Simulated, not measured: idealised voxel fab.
The following is a process module called voxel wiring stack.
For reference, the cross-section in this document is cut, with width 240 nm and square cells of 5 nm.
Think of the cross-section as a grid of square cells. We describe it in bands, top to bottom, and each band covers one or more rows of those cells.
For a band, the entry starts with two heights in nm, that of the top and then that of the bottom, and carries on with the band's materials in order from left to right, each alongside its width in nm; the word "everywhere" beside a single material means it fills the band edge to edge, and "blank" means empty space.
Note: height 0 marks the level under which the wafer is uniformly one material as received. Lowest band unbounded below, written "from 0 down".
Note: "30..40" means the width goes from the first number (top row of the band) to the second number (bottom row) in equal steps per row of cells.
It should be understood that the words "identical to before", when stated for a given step, signify that the cross-section underwent no change in any of its cells during that step.
The label "Closed void inventory" introduces a list of the empty spaces, 8 cells or larger, that have no open way up to the top; each entry in it reads width x height at distance, where the distance is taken from the left edge and all three are stated in nm.
after a step's settings: what the simulator itself notes on the step
overlay nm: step with mask; distance mask lay right of planned place; negative value = left of planned place.

[Steps in the process plan]
| 1 | RECEIVE | material Si |
| 2 | CONFORMAL_DEP | material SiO2 | thk nm 10 |
| 3 | CONFORMAL_DEP | material SiN | thk nm 5 |
| 4 | DIRECTIONAL_DEP | material lowk | thk nm 15 |
| 5 | MASKED_ETCH | tone open | mask id METAL_1 | width nm 30 | pitch nm 45 | etch materials lowk | depth nm 15 | overlay nm 0 |
| 6 | MASKED_ETCH | tone open | mask id METAL_1 | width nm 30 | pitch nm 45 | etch materials SiN | depth nm 5 | overlay nm 0 |
| 7 | CONFORMAL_DEP | material TiN | thk nm 5 |
| 8 | FILL_DEP | material Cu | thk nm 5 |
| 9 | CMP | height nm 30 |
| 10 | CONFORMAL_DEP | material SiCN | thk nm 5 |
| 11 | DIRECTIONAL_DEP | material SiO2 | thk nm 10 |
| 12 | PATTERN | tone open | mask id PLUG_1 | material resist | width nm 15 | pitch nm 45 | thk nm 20 | overlay nm 0 |
| 13 | DIRECTIONAL_ETCH | etch materials SiO2 | depth nm 10 |
| 14 | DIRECTIONAL_ETCH | etch materials SiCN | depth nm 5 |
| 15 | STRIP | etch materials resist |
| 16 | CONFORMAL_DEP | material TiN | thk nm 5 |
| 17 | FILL_DEP | material W | thk nm 5 |
| 18 | CMP | height nm 45 |
| 19 | DIRECTIONAL_DEP | material TiN | thk nm 5 |
| 20 | DIRECTIONAL_DEP | material W | thk nm 15 |
| 21 | PATTERN | tone cover | mask id METAL_2 | material resist | width nm 30 | pitch nm 45 | thk nm 20 | overlay nm 0 |
| 22 | DIRECTIONAL_ETCH | etch materials W | depth nm 15 |
| 23 | DIRECTIONAL_ETCH | etch materials TiN | depth nm 5 |
| 24 | STRIP | etch materials resist |
| 25 | FILL_DEP | material lowk | thk nm 10 |
| 26 | CMP | height nm 65 |
| 27 | CONFORMAL_DEP | material SiCN | thk nm 5 |
| 28 | DIRECTIONAL_DEP | material lowk | thk nm 10 |
| 29 | PATTERN | tone open | mask id PLUG_2 | material resist | width nm 15 | pitch nm 90 | thk nm 15 | overlay nm 0 |
| 30 | DIRECTIONAL_ETCH | etch materials lowk | depth nm 10 |
| 31 | DIRECTIONAL_ETCH | etch materials SiCN | depth nm 5 |
| 32 | STRIP | etch materials resist |
| 33 | EPI | material Ru | thk nm 10 |
| 34 | EPI | material Ru | thk nm 5 |
| 35 | CONFORMAL_DEP | material SiCN | thk nm 5 |
| 36 | DIRECTIONAL_DEP | material SiO2 | thk nm 20 |
| 37 | MASKED_ETCH | tone open | mask id METAL_3 | width nm 30 | pitch nm 45 | etch materials SiO2 | depth nm 20 | overlay nm 0 |
| 38 | MASKED_ETCH | tone open | mask id METAL_3 | width nm 30 | pitch nm 45 | etch materials SiCN | depth nm 5 | overlay nm 0 |
| 39 | CONFORMAL_DEP | material TiN | thk nm 5 |
| 40 | FILL_DEP | material Cu | thk nm 10 |
| 41 | CMP | height nm 105 |
| 42 | CONFORMAL_DEP | material SiCN | thk nm 5 |
| 43 | DIRECTIONAL_DEP | material lowk | thk nm 35 |
| 44 | MASKED_ETCH | tone open | mask id METAL_4 | width nm 30 | pitch nm 45 | etch materials lowk | depth nm 20 | overlay nm 0 |
| 45 | MASKED_ETCH | tone open | mask id METAL_4_HOLES | width nm 15 | pitch nm 45 | etch materials lowk | depth nm 15 | overlay nm 0 |
| 46 | MASKED_ETCH | tone open | mask id METAL_4_HOLES | width nm 15 | pitch nm 45 | etch materials SiCN | depth nm 5 | overlay nm 0 |
| 47 | CONFORMAL_DEP | material TiN | thk nm 5 |
| 48 | FILL_DEP | material Cu | thk nm 5 |
| 49 | CMP | height nm 145 |
| 50 | CONFORMAL_DEP | material SiN | thk nm 5 |

[What follows covers the first of two wafers; it ran as planned]

[As received (post step 1): cross-section]
    from 0 down: Si everywhere
    Closed void inventory: none

[after step 2]
    from 10 to 0: SiO2 everywhere
    Below a height of 0, the structure has not been altered.

[after step 3]
    from 15 to 10: SiN everywhere
    Below a height of 10, the structure has not been altered.

[after step 4]
    from 30 to 15: lowk everywhere
    Below a height of 15, the structure has not been altered.

[after step 5]
    from 30 to 15: lowk: 60, blank: 30, lowk: 15, blank: 30, lowk: 15, blank: 30, lowk: 60
    Below a height of 15, the structure has not been altered.

[after step 6]
    from 30 to 15: lowk: 60, blank: 30, lowk: 15, blank: 30, lowk: 15, blank: 30, lowk: 60
    from 15 to 10: SiN: 60, blank: 30, SiN: 15, blank: 30, SiN: 15, blank: 30, SiN: 60
    Below a height of 10, the structure has not been altered.

[after step 7]
    from 35 to 30: TiN: 65, blank: 20, TiN: 25, blank: 20, TiN: 25, blank: 20, TiN: 65
    from 30 to 15: lowk: 60, TiN: 5, blank: 20, TiN: 5, lowk: 15, TiN: 5, blank: 20, TiN: 5, lowk: 15, TiN: 5, blank: 20, TiN: 5, lowk: 60
    from 15 to 10: SiN: 60, TiN: 30, SiN: 15, TiN: 30, SiN: 15, TiN: 30, SiN: 60
    Below a height of 10, the structure has not been altered.

[after step 8]
    from 40 to 35: Cu everywhere
    from 35 to 30: TiN: 65, Cu: 20, TiN: 25, Cu: 20, TiN: 25, Cu: 20, TiN: 65
    from 30 to 15: lowk: 60, TiN: 5, Cu: 20, TiN: 5, lowk: 15, TiN: 5, Cu: 20, TiN: 5, lowk: 15, TiN: 5, Cu: 20, TiN: 5, lowk: 60
    Below a height of 15, the structure has not been altered.

[after step 9]
    from 30 to 15: lowk: 60, TiN: 5, Cu: 20, TiN: 5, lowk: 15, TiN: 5, Cu: 20, TiN: 5, lowk: 15, TiN: 5, Cu: 20, TiN: 5, lowk: 60
    Below a height of 15, the structure has not been altered.

[after step 10]
    from 35 to 30: SiCN everywhere
    Below a height of 30, the structure has not been altered.

[after step 11]
    from 45 to 35: SiO2 everywhere
    Below a height of 35, the structure has not been altered.

[after step 12]
    from 65 to 45: resist: 60, blank: 15, resist: 30, blank: 15, resist: 30, blank: 15, resist: 75
    Below a height of 45, the structure has not been altered.

[after step 13]
    from 65 to 45: resist: 60, blank: 15, resist: 30, blank: 15, resist: 30, blank: 15, resist: 75
    from 45 to 35: SiO2: 60, blank: 15, SiO2: 30, blank: 15, SiO2: 30, blank: 15, SiO2: 75
    Below a height of 35, the structure has not been altered.

[after step 14]
    from 65 to 45: resist: 60, blank: 15, resist: 30, blank: 15, resist: 30, blank: 15, resist: 75
    from 45 to 35: SiO2: 60, blank: 15, SiO2: 30, blank: 15, SiO2: 30, blank: 15, SiO2: 75
    from 35 to 30: SiCN: 60, blank: 15, SiCN: 30, blank: 15, SiCN: 30, blank: 15, SiCN: 75
    Below a height of 30, the structure has not been altered.

[after step 15]
    from 45 to 35: SiO2: 60, blank: 15, SiO2: 30, blank: 15, SiO2: 30, blank: 15, SiO2: 75
    Below a height of 35, the structure has not been altered.

[after step 16]
    from 50 to 45: TiN: 65, blank: 5, TiN: 40, blank: 5, TiN: 40, blank: 5, TiN: 80
    from 45 to 35: SiO2: 60, TiN: 5, blank: 5, TiN: 5, SiO2: 30, TiN: 5, blank: 5, TiN: 5, SiO2: 30, TiN: 5, blank: 5, TiN: 5, SiO2: 75
    from 35 to 30: SiCN: 60, TiN: 15, SiCN: 30, TiN: 15, SiCN: 30, TiN: 15, SiCN: 75
    Below a height of 30, the structure has not been altered.

[after step 17]
    from 55 to 50: W everywhere
    from 50 to 45: TiN: 65, W: 5, TiN: 40, W: 5, TiN: 40, W: 5, TiN: 80
    from 45 to 35: SiO2: 60, TiN: 5, W: 5, TiN: 5, SiO2: 30, TiN: 5, W: 5, TiN: 5, SiO2: 30, TiN: 5, W: 5, TiN: 5, SiO2: 75
    Below a height of 35, the structure has not been altered.

[after step 18]
    from 45 to 35: SiO2: 60, TiN: 5, W: 5, TiN: 5, SiO2: 30, TiN: 5, W: 5, TiN: 5, SiO2: 30, TiN: 5, W: 5, TiN: 5, SiO2: 75
    Below a height of 35, the structure has not been altered.

[after step 19]
    from 50 to 45: TiN everywhere
    Below a height of 45, the structure has not been altered.

[after step 20]
    from 65 to 50: W everywhere
    Below a height of 50, the structure has not been altered.

[after step 21]
    from 85 to 65: blank: 60, resist: 30, blank: 15, resist: 30, blank: 15, resist: 30, blank: 60
    Below a height of 65, the structure has not been altered.

[after step 22]
    from 85 to 65: blank: 60, resist: 30, blank: 15, resist: 30, blank: 15, resist: 30, blank: 60
    from 65 to 50: blank: 60, W: 30, blank: 15, W: 30, blank: 15, W: 30, blank: 60
    Below a height of 50, the structure has not been altered.

[after step 23]
    from 85 to 65: blank: 60, resist: 30, blank: 15, resist: 30, blank: 15, resist: 30, blank: 60
    from 65 to 50: blank: 60, W: 30, blank: 15, W: 30, blank: 15, W: 30, blank: 60
    from 50 to 45: blank: 60, TiN: 30, blank: 15, TiN: 30, blank: 15, TiN: 30, blank: 60
    Below a height of 45, the structure has not been altered.

[after step 24]
    from 65 to 50: blank: 60, W: 30, blank: 15, W: 30, blank: 15, W: 30, blank: 60
    Below a height of 50, the structure has not been altered.

[after step 25]
    from 75 to 65: lowk everywhere
    from 65 to 50: lowk: 60, W: 30, lowk: 15, W: 30, lowk: 15, W: 30, lowk: 60
    from 50 to 45: lowk: 60, TiN: 30, lowk: 15, TiN: 30, lowk: 15, TiN: 30, lowk: 60
    Below a height of 45, the structure has not been altered.

[after step 26]
    from 65 to 50: lowk: 60, W: 30, lowk: 15, W: 30, lowk: 15, W: 30, lowk: 60
    Below a height of 50, the structure has not been altered.

[after step 27]
    from 70 to 65: SiCN everywhere
    Below a height of 65, the structure has not been altered.

[after step 28]
    from 80 to 70: lowk everywhere
    Below a height of 70, the structure has not been altered.

[after step 29]
    from 95 to 80: resist: 60, blank: 15, resist: 75, blank: 15, resist: 75
    Below a height of 80, the structure has not been altered.

[after step 30]
    from 95 to 80: resist: 60, blank: 15, resist: 75, blank: 15, resist: 75
    from 80 to 70: lowk: 60, blank: 15, lowk: 75, blank: 15, lowk: 75
    Below a height of 70, the structure has not been altered.

[after step 31]
    from 95 to 80: resist: 60, blank: 15, resist: 75, blank: 15, resist: 75
    from 80 to 70: lowk: 60, blank: 15, lowk: 75, blank: 15, lowk: 75
    from 70 to 65: SiCN: 60, blank: 15, SiCN: 75, blank: 15, SiCN: 75
    Below a height of 65, the structure has not been altered.

[after step 32]
    from 80 to 70: lowk: 60, blank: 15, lowk: 75, blank: 15, lowk: 75
    Below a height of 70, the structure has not been altered.

[after step 33]
    from 80 to 75: lowk: 60, blank: 15, lowk: 75, blank: 15, lowk: 75
    from 75 to 70: lowk: 60, Ru: 15, lowk: 75, Ru: 15, lowk: 75
    from 70 to 65: SiCN: 60, Ru: 15, SiCN: 75, Ru: 15, SiCN: 75
    Below a height of 65, the structure has not been altered.

[after step 34]
    from 80 to 70: lowk: 60, Ru: 15, lowk: 75, Ru: 15, lowk: 75
    Below a height of 70, the structure has not been altered.

[after step 35]
    from 85 to 80: SiCN everywhere
    Below a height of 80, the structure has not been altered.

[after step 36]
    from 105 to 85: SiO2 everywhere
    Below a height of 85, the structure has not been altered.

[after step 37]
    from 105 to 85: SiO2: 60, blank: 30, SiO2: 15, blank: 30, SiO2: 15, blank: 30, SiO2: 60
    Below a height of 85, the structure has not been altered.

[after step 38]
    from 105 to 85: SiO2: 60, blank: 30, SiO2: 15, blank: 30, SiO2: 15, blank: 30, SiO2: 60
    from 85 to 80: SiCN: 60, blank: 30, SiCN: 15, blank: 30, SiCN: 15, blank: 30, SiCN: 60
    Below a height of 80, the structure has not been altered.

[after step 39]
    from 110 to 105: TiN: 65, blank: 20, TiN: 25, blank: 20, TiN: 25, blank: 20, TiN: 65
    from 105 to 85: SiO2: 60, TiN: 5, blank: 20, TiN: 5, SiO2: 15, TiN: 5, blank: 20, TiN: 5, SiO2: 15, TiN: 5, blank: 20, TiN: 5, SiO2: 60
    from 85 to 80: SiCN: 60, TiN: 30, SiCN: 15, TiN: 30, SiCN: 15, TiN: 30, SiCN: 60
    Below a height of 80, the structure has not been altered.

[after step 40]
    from 120 to 110: Cu everywhere
    from 110 to 105: TiN: 65, Cu: 20, TiN: 25, Cu: 20, TiN: 25, Cu: 20, TiN: 65
    from 105 to 85: SiO2: 60, TiN: 5, Cu: 20, TiN: 5, SiO2: 15, TiN: 5, Cu: 20, TiN: 5, SiO2: 15, TiN: 5, Cu: 20, TiN: 5, SiO2: 60
    Below a height of 85, the structure has not been altered.

[after step 41]
    from 105 to 85: SiO2: 60, TiN: 5, Cu: 20, TiN: 5, SiO2: 15, TiN: 5, Cu: 20, TiN: 5, SiO2: 15, TiN: 5, Cu: 20, TiN: 5, SiO2: 60
    Below a height of 85, the structure has not been altered.

[after step 42]
    from 110 to 105: SiCN everywhere
    Below a height of 105, the structure has not been altered.

[after step 43]
    from 145 to 110: lowk everywhere
    Below a height of 110, the structure has not been altered.

[after step 44]
    from 145 to 125: lowk: 60, blank: 30, lowk: 15, blank: 30, lowk: 15, blank: 30, lowk: 60
    Below a height of 125, the structure has not been altered.

[after step 45]
    from 145 to 125: lowk: 60, blank: 30, lowk: 15, blank: 30, lowk: 15, blank: 30, lowk: 60
    from 125 to 110: lowk: 60, blank: 15, lowk: 30, blank: 15, lowk: 30, blank: 15, lowk: 75
    Below a height of 110, the structure has not been altered.

[after step 46]
    from 145 to 125: lowk: 60, blank: 30, lowk: 15, blank: 30, lowk: 15, blank: 30, lowk: 60
    from 125 to 110: lowk: 60, blank: 15, lowk: 30, blank: 15, lowk: 30, blank: 15, lowk: 75
    from 110 to 105: SiCN: 60, blank: 15, SiCN: 30, blank: 15, SiCN: 30, blank: 15, SiCN: 75
    Below a height of 105, the structure has not been altered.

[after step 47]
    from 150 to 145: TiN: 65, blank: 20, TiN: 25, blank: 20, TiN: 25, blank: 20, TiN: 65
    from 145 to 130: lowk: 60, TiN: 5, blank: 20, TiN: 5, lowk: 15, TiN: 5, blank: 20, TiN: 5, lowk: 15, TiN: 5, blank: 20, TiN: 5, lowk: 60
    from 130 to 125: lowk: 60, TiN: 5, blank: 5, TiN: 20, lowk: 15, TiN: 5, blank: 5, TiN: 20, lowk: 15, TiN: 5, blank: 5, TiN: 20, lowk: 60
    from 125 to 110: lowk: 60, TiN: 5, blank: 5, TiN: 5, lowk: 30, TiN: 5, blank: 5, TiN: 5, lowk: 30, TiN: 5, blank: 5, TiN: 5, lowk: 75
    from 110 to 105: SiCN: 60, TiN: 15, SiCN: 30, TiN: 15, SiCN: 30, TiN: 15, SiCN: 75
    Below a height of 105, the structure has not been altered.

[after step 48]
    from 155 to 150: Cu everywhere
    from 150 to 145: TiN: 65, Cu: 20, TiN: 25, Cu: 20, TiN: 25, Cu: 20, TiN: 65
    from 145 to 130: lowk: 60, TiN: 5, Cu: 20, TiN: 5, lowk: 15, TiN: 5, Cu: 20, TiN: 5, lowk: 15, TiN: 5, Cu: 20, TiN: 5, lowk: 60
    from 130 to 125: lowk: 60, TiN: 5, Cu: 5, TiN: 20, lowk: 15, TiN: 5, Cu: 5, TiN: 20, lowk: 15, TiN: 5, Cu: 5, TiN: 20, lowk: 60
    from 125 to 110: lowk: 60, TiN: 5, Cu: 5, TiN: 5, lowk: 30, TiN: 5, Cu: 5, TiN: 5, lowk: 30, TiN: 5, Cu: 5, TiN: 5, lowk: 75
    Below a height of 110, the structure has not been altered.

[after step 49]
    from 145 to 130: lowk: 60, TiN: 5, Cu: 20, TiN: 5, lowk: 15, TiN: 5, Cu: 20, TiN: 5, lowk: 15, TiN: 5, Cu: 20, TiN: 5, lowk: 60
    Below a height of 130, the structure has not been altered.

[after step 50]
    from 150 to 145: SiN everywhere
    Below a height of 145, the structure has not been altered.

[The second wafer began exactly as the first did and followed the same plan, but one mistake was made while running it; through step 20 inclusive, the two wafers are identical]

[Cross-section: second wafer, time at which step 21 was scheduled to end]
    from 85 to 65: blank: 65, resist: 30, blank: 15, resist: 30, blank: 15, resist: 30, blank: 55
    Below a height of 65, the structure has not been altered.

[Cross-section: second wafer, time at which step 22 was scheduled to end]
    from 85 to 65: blank: 65, resist: 30, blank: 15, resist: 30, blank: 15, resist: 30, blank: 55
    from 65 to 50: blank: 65, W: 30, blank: 15, W: 30, blank: 15, W: 30, blank: 55
    Below a height of 50, the structure has not been altered.

[Cross-section: second wafer, time at which step 23 was scheduled to end]
    from 85 to 65: blank: 65, resist: 30, blank: 15, resist: 30, blank: 15, resist: 30, blank: 55
    from 65 to 50: blank: 65, W: 30, blank: 15, W: 30, blank: 15, W: 30, blank: 55
    from 50 to 45: blank: 65, TiN: 30, blank: 15, TiN: 30, blank: 15, TiN: 30, blank: 55
    Below a height of 45, the structure has not been altered.

[Cross-section: second wafer, time at which step 24 was scheduled to end]
    from 65 to 50: blank: 65, W: 30, blank: 15, W: 30, blank: 15, W: 30, blank: 55
    Below a height of 50, the structure has not been altered.

[Cross-section: second wafer, time at which step 25 was scheduled to end]
    from 75 to 65: lowk everywhere
    from 65 to 50: lowk: 65, W: 30, lowk: 15, W: 30, lowk: 15, W: 30, lowk: 55
    from 50 to 45: lowk: 65, TiN: 30, lowk: 15, TiN: 30, lowk: 15, TiN: 30, lowk: 55
    Below a height of 45, the structure has not been altered.

[Cross-section: second wafer, time at which step 26 was scheduled to end]
    from 65 to 50: lowk: 65, W: 30, lowk: 15, W: 30, lowk: 15, W: 30, lowk: 55
    Below a height of 50, the structure has not been altered.

[Cross-section: second wafer, time at which step 27 was scheduled to end]
    from 70 to 65: SiCN everywhere
    Below a height of 65, the structure has not been altered.

[Cross-section: second wafer, time at which step 28 was scheduled to end]
    from 80 to 70: lowk everywhere
    Below a height of 70, the structure has not been altered.

[Cross-section: second wafer, time at which step 29 was scheduled to end]
    from 95 to 80: resist: 60, blank: 15, resist: 75, blank: 15, resist: 75
    Below a height of 80, the structure has not been altered.

[Cross-section: second wafer, time at which step 30 was scheduled to end]
    from 95 to 80: resist: 60, blank: 15, resist: 75, blank: 15, resist: 75
    from 80 to 70: lowk: 60, blank: 15, lowk: 75, blank: 15, lowk: 75
    Below a height of 70, the structure has not been altered.

[Cross-section: second wafer, time at which step 31 was scheduled to end]
    from 95 to 80: resist: 60, blank: 15, resist: 75, blank: 15, resist: 75
    from 80 to 70: lowk: 60, blank: 15, lowk: 75, blank: 15, lowk: 75
    from 70 to 65: SiCN: 60, blank: 15, SiCN: 75, blank: 15, SiCN: 75
    Below a height of 65, the structure has not been altered.

[Cross-section: second wafer, time at which step 32 was scheduled to end]
    from 80 to 70: lowk: 60, blank: 15, lowk: 75, blank: 15, lowk: 75
    Below a height of 70, the structure has not been altered.

[Cross-section: second wafer, time at which step 33 was scheduled to end]
    from 80 to 75: lowk: 60, blank: 15, lowk: 75, blank: 15, lowk: 75
    from 75 to 70: lowk: 60, Ru: 15, lowk: 75, Ru: 15, lowk: 75
    from 70 to 65: SiCN: 60, Ru: 15, SiCN: 75, Ru: 15, SiCN: 75
    Below a height of 65, the structure has not been altered.

[Cross-section: second wafer, time at which step 34 was scheduled to end]
    from 80 to 70: lowk: 60, Ru: 15, lowk: 75, Ru: 15, lowk: 75
    Below a height of 70, the structure has not been altered.

[Cross-section: second wafer, time at which step 35 was scheduled to end]
    from 85 to 80: SiCN everywhere
    Below a height of 80, the structure has not been altered.

[Cross-section: second wafer, time at which step 36 was scheduled to end]
    from 105 to 85: SiO2 everywhere
    Below a height of 85, the structure has not been altered.

[Cross-section: second wafer, time at which step 37 was scheduled to end]
    from 105 to 85: SiO2: 60, blank: 30, SiO2: 15, blank: 30, SiO2: 15, blank: 30, SiO2: 60
    Below a height of 85, the structure has not been altered.

[Cross-section: second wafer, time at which step 38 was scheduled to end]
    from 105 to 85: SiO2: 60, blank: 30, SiO2: 15, blank: 30, SiO2: 15, blank: 30, SiO2: 60
    from 85 to 80: SiCN: 60, blank: 30, SiCN: 15, blank: 30, SiCN: 15, blank: 30, SiCN: 60
    Below a height of 80, the structure has not been altered.

[Cross-section: second wafer, time at which step 39 was scheduled to end]
    from 110 to 105: TiN: 65, blank: 20, TiN: 25, blank: 20, TiN: 25, blank: 20, TiN: 65
    from 105 to 85: SiO2: 60, TiN: 5, blank: 20, TiN: 5, SiO2: 15, TiN: 5, blank: 20, TiN: 5, SiO2: 15, TiN: 5, blank: 20, TiN: 5, SiO2: 60
    from 85 to 80: SiCN: 60, TiN: 30, SiCN: 15, TiN: 30, SiCN: 15, TiN: 30, SiCN: 60
    Below a height of 80, the structure has not been altered.

[Cross-section: second wafer, time at which step 40 was scheduled to end]
    from 120 to 110: Cu everywhere
    from 110 to 105: TiN: 65, Cu: 20, TiN: 25, Cu: 20, TiN: 25, Cu: 20, TiN: 65
    from 105 to 85: SiO2: 60, TiN: 5, Cu: 20, TiN: 5, SiO2: 15, TiN: 5, Cu: 20, TiN: 5, SiO2: 15, TiN: 5, Cu: 20, TiN: 5, SiO2: 60
    Below a height of 85, the structure has not been altered.

[Cross-section: second wafer, time at which step 41 was scheduled to end]
    from 105 to 85: SiO2: 60, TiN: 5, Cu: 20, TiN: 5, SiO2: 15, TiN: 5, Cu: 20, TiN: 5, SiO2: 15, TiN: 5, Cu: 20, TiN: 5, SiO2: 60
    Below a height of 85, the structure has not been altered.

[Cross-section: second wafer, time at which step 42 was scheduled to end]
    from 110 to 105: SiCN everywhere
    Below a height of 105, the structure has not been altered.

[Cross-section: second wafer, time at which step 43 was scheduled to end]
    from 145 to 110: lowk everywhere
    Below a height of 110, the structure has not been altered.

[Cross-section: second wafer, time at which step 44 was scheduled to end]
    from 145 to 125: lowk: 60, blank: 30, lowk: 15, blank: 30, lowk: 15, blank: 30, lowk: 60
    Below a height of 125, the structure has not been altered.

[Cross-section: second wafer, time at which step 45 was scheduled to end]
    from 145 to 125: lowk: 60, blank: 30, lowk: 15, blank: 30, lowk: 15, blank: 30, lowk: 60
    from 125 to 110: lowk: 60, blank: 15, lowk: 30, blank: 15, lowk: 30, blank: 15, lowk: 75
    Below a height of 110, the structure has not been altered.

[Cross-section: second wafer, time at which step 46 was scheduled to end]
    from 145 to 125: lowk: 60, blank: 30, lowk: 15, blank: 30, lowk: 15, blank: 30, lowk: 60
    from 125 to 110: lowk: 60, blank: 15, lowk: 30, blank: 15, lowk: 30, blank: 15, lowk: 75
    from 110 to 105: SiCN: 60, blank: 15, SiCN: 30, blank: 15, SiCN: 30, blank: 15, SiCN: 75
    Below a height of 105, the structure has not been altered.

[Cross-section: second wafer, time at which step 47 was scheduled to end]
    from 150 to 145: TiN: 65, blank: 20, TiN: 25, blank: 20, TiN: 25, blank: 20, TiN: 65
    from 145 to 130: lowk: 60, TiN: 5, blank: 20, TiN: 5, lowk: 15, TiN: 5, blank: 20, TiN: 5, lowk: 15, TiN: 5, blank: 20, TiN: 5, lowk: 60
    from 130 to 125: lowk: 60, TiN: 5, blank: 5, TiN: 20, lowk: 15, TiN: 5, blank: 5, TiN: 20, lowk: 15, TiN: 5, blank: 5, TiN: 20, lowk: 60
    from 125 to 110: lowk: 60, TiN: 5, blank: 5, TiN: 5, lowk: 30, TiN: 5, blank: 5, TiN: 5, lowk: 30, TiN: 5, blank: 5, TiN: 5, lowk: 75
    from 110 to 105: SiCN: 60, TiN: 15, SiCN: 30, TiN: 15, SiCN: 30, TiN: 15, SiCN: 75
    Below a height of 105, the structure has not been altered.

[Cross-section: second wafer, time at which step 48 was scheduled to end]
    from 155 to 150: Cu everywhere
    from 150 to 145: TiN: 65, Cu: 20, TiN: 25, Cu: 20, TiN: 25, Cu: 20, TiN: 65
    from 145 to 130: lowk: 60, TiN: 5, Cu: 20, TiN: 5, lowk: 15, TiN: 5, Cu: 20, TiN: 5, lowk: 15, TiN: 5, Cu: 20, TiN: 5, lowk: 60
    from 130 to 125: lowk: 60, TiN: 5, Cu: 5, TiN: 20, lowk: 15, TiN: 5, Cu: 5, TiN: 20, lowk: 15, TiN: 5, Cu: 5, TiN: 20, lowk: 60
    from 125 to 110: lowk: 60, TiN: 5, Cu: 5, TiN: 5, lowk: 30, TiN: 5, Cu: 5, TiN: 5, lowk: 30, TiN: 5, Cu: 5, TiN: 5, lowk: 75
    Below a height of 110, the structure has not been altered.

[Cross-section: second wafer, time at which step 49 was scheduled to end]
    from 145 to 130: lowk: 60, TiN: 5, Cu: 20, TiN: 5, lowk: 15, TiN: 5, Cu: 20, TiN: 5, lowk: 15, TiN: 5, Cu: 20, TiN: 5, lowk: 60
    Below a height of 130, the structure has not been altered.

[Cross-section: second wafer, time at which step 50 was scheduled to end]
    from 150 to 145: SiN everywhere
    Below a height of 145, the structure has not been altered.
What went wrong in running the wafer? step 21 changed vs plan, executed as PATTERN | tone cover | mask id METAL_2 | material resist | width nm 30 | pitch nm 45 | thk nm 20 | overlay nm 5
Comparing end states, the material composition by cell count is preserved from the first wafer to the second, while the locations of the cells are not.
